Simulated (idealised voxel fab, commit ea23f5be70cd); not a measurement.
This section sets out a process module, namely voxel ribs on slabs.
For reference, the cross-section in this document is cut, with width 145 nm and square cells of 5 nm.
Cross-section spec: square-cell grid; bands listed top down; each band is one or more rows. A band entry consists of two parts. The first gives the height of the band's top and the height of its bottom, in nm. The rest lists the band's materials from left to right, each with its width in nm. A single material labelled with the word "full width" fills the band from edge to edge, and the word "blank" marks empty space. The level at which height equals 0 is the one under which the wafer, as it arrives, is entirely one material. No lower edge exists for the bottom band, which continues downward and is notated as in "0 -> down". The width entry "30 to 40" should be interpreted row by row: the top row of cells in the band takes the first number, the bottom row takes the second number, and the change between adjacent rows is uniform throughout. Any step labelled "remained unchanged" changed none of the cells in the cross-section. If an empty space has no open way to the top and is at least 8 cells in size, "closed voids" lists it, written width x height at distance, where distance is measured from the left edge and every value is in nm. Step line, after settings: the simulator's comment on this step. "overlay nm" denotes, for a step that has a mask, the displacement of the mask to the right of its planned place, with negative values corresponding to the left.
Plan:
1,RECEIVE | material Si
2,DIRECTIONAL_DEP | material SiO2 | thk nm 25
3,DIRECTIONAL_DEP | material polySi | thk nm 20
4,DIRECTIONAL_DEP | material aC | thk nm 10
5,PATTERN | tone cover | mask id RIB | material resist | width nm 20 | thk nm 25 | overlay nm 0
6,DIRECTIONAL_ETCH | etch materials aC | depth nm 10
7,STRIP | etch materials resist
8,DIRECTIONAL_ETCH | etch materials polySi | depth nm 15
9,STRIP | etch materials aC
10,DIRECTIONAL_DEP | material aC | thk nm 15
11,PATTERN | tone cover | mask id SLAB | material resist | width nm 60 | thk nm 30 | overlay nm 0
12,DIRECTIONAL_ETCH | etch materials aC | depth nm 15
13,STRIP | etch materials resist
14,DIRECTIONAL_ETCH | etch materials polySi | depth nm 5
15,STRIP | etch materials aC
16,FILL_DEP | material SiO2 | thk nm 20
17,CMP | height nm 45
18,DIRECTIONAL_DEP | material TiN | thk nm 10
19,PATTERN | tone cover | mask id HEATER | material resist | width nm 30 | thk nm 20 | overlay nm 0
20,DIRECTIONAL_ETCH | etch materials TiN | depth nm 10
21,STRIP | etch materials resist
22,CONFORMAL_DEP | material SiO2 | thk nm 10
The plan's step 17 height nm is the first wafer's value; the wafers differ in this setting and start identical.
The first of several wafers, as received after step 1, seen in section:
> 0 -> down | Si full width
> closed voids: none
Rows = wafers. At module end, each row lists per material the cells gained (+) or lost (-) since the wafer was received, then the closed voids:
height nm 45; +303 SiO2; +12 TiN; +24 polySi; closed voids: none
height nm 50; +332 SiO2; +12 TiN; +24 polySi; closed voids: none
height nm 55; +361 SiO2; +12 TiN; +24 polySi; closed voids: none
height nm 60; +390 SiO2; +12 TiN; +24 polySi; closed voids: none
height nm 65; +419 SiO2; +12 TiN; +24 polySi; closed voids: none
